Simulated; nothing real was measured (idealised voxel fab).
Process module heading - voxel gate over fins
Cross-section cut spans 275 nm and uses square cells 5 nm in size.
Think of the cross-section as a grid of square cells. We describe it in bands, top to bottom, and each band covers one or more rows of those cells.
Top, bottom (nm), then materials left to right with widths (nm); lone material tagged "full width" fills the whole band edge to edge; "air" = empty space.
Note: height 0 marks the level under which the wafer is uniformly one material as received. Lowest band unbounded below, written "top 0, no bottom".
When a width is written as two numbers, as in "30 to 40", the first number is the width in the top row of cells of the band and the second is the width in its bottom row, and the width changes by the same amount from each row to the next.
Take "no modification" at face value: in the step it is given for, the cross-section changed in none of its cells.
Enclosed voids (no open way to top), threshold 8 cells or more, entry "Fully sealed cavities", notation width x height at distance, distance from left edge, nm.
Step line, after settings: the simulator's comment on this step.
The "overlay nm" setting may appear on a step's line; for a step that uses a mask, it gives how far to the right of its planned position the mask lay, and a negative value indicates the left.
### Steps planned for the process
| 1 | op RECEIVE | material Si |
| 2 | op CONFORMAL_DEP | material SiN | thk nm 10 |
| 3 | op DIRECTIONAL_DEP | material aC | thk nm 10 |
| 4 | op PATTERN | tone cover | mask id FINS | material resist | width nm 15 | pitch nm 55 | thk nm 25 | overlay nm -15 |
| 5 | op DIRECTIONAL_ETCH | etch materials aC | depth nm 10 |
| 6 | op STRIP | etch materials resist |
| 7 | op DIRECTIONAL_ETCH | etch materials SiN | depth nm 10 |
| 8 | op DIRECTIONAL_ETCH | etch materials Si | depth nm 40 |
| 9 | op STRIP | etch materials aC |
| 10 | op OXIDIZE | depth nm 5 |
| 11 | op FILL_DEP | material SiO2 | thk nm 5 |
| 12 | op CMP | height nm 10 |
| 13 | op PATTERN | tone open | mask id RAIL | material resist | width nm 15 | thk nm 15 | overlay nm 0 |
| 14 | op DIRECTIONAL_ETCH | etch materials SiO2 | depth nm 45 |
| 15 | op STRIP | etch materials resist |
| 16 | op CONFORMAL_DEP | material TiN | thk nm 5 |
| 17 | op FILL_DEP | material W | thk nm 10 |
| 18 | op CMP | height nm 10 |
| 19 | op SELECTIVE_ETCH | etch materials W Ru TiN | depth nm 30 |
| 20 | op FILL_DEP | material SiO2 | thk nm 5 |
| 21 | op CMP | height nm 10 |
| 22 | op SELECTIVE_ETCH | etch materials SiO2 | depth nm 25 |
| 23 | op STRIP | etch materials SiN |
| 24 | op CONFORMAL_DEP | material HfO2 | thk nm 5 |
| 25 | op CONFORMAL_DEP | material TiN | thk nm 5 |
| 26 | op CONFORMAL_DEP | material TiAl | thk nm 5 |
| 27 | op CONFORMAL_DEP | material TiN | thk nm 5 |
| 28 | op FILL_DEP | material W | thk nm 10 |
| 29 | op CMP | height nm 25 |
| 30 | op CONFORMAL_DEP | material SiN | thk nm 5 |
Among the wafers covered here, the point of difference is the overlay nm at step 4; their starting state is shared, and the plan presents the value of the first wafer.
### After step 1, as received: first of several wafers, cross-section
	top 0, no bottom | Si full width
	Fully sealed cavities: none
### For your reference, the table is organized with a row per wafer; each row reflects the wafer at the end of the module, indicating for each material the cells gained (+) or lost (-) since receipt, and thereafter its closed voids
overlay nm -15, +73 HfO2, -468 Si, +55 SiN, +303 SiO2, +73 TiAl, +153 TiN, +141 W, Fully sealed cavities: none
overlay nm -10, +73 HfO2, -468 Si, +55 SiN, +303 SiO2, +73 TiAl, +153 TiN, +141 W, Fully sealed cavities: none
overlay nm -5, +73 HfO2, -468 Si, +55 SiN, +303 SiO2, +73 TiAl, +153 TiN, +141 W, Fully sealed cavities: none
overlay nm 0, +73 HfO2, -468 Si, +55 SiN, +303 SiO2, +73 TiAl, +153 TiN, +141 W, Fully sealed cavities: none
overlay nm 5, +73 HfO2, -468 Si, +55 SiN, +303 SiO2, +73 TiAl, +153 TiN, +141 W, Fully sealed cavities: none
overlay nm 10, +73 HfO2, -468 Si, +55 SiN, +303 SiO2, +73 TiAl, +153 TiN, +141 W, Fully sealed cavities: none
overlay nm 15, +73 HfO2, -468 Si, +55 SiN, +306 SiO2, +73 TiAl, +152 TiN, +139 W, Fully sealed cavities: none
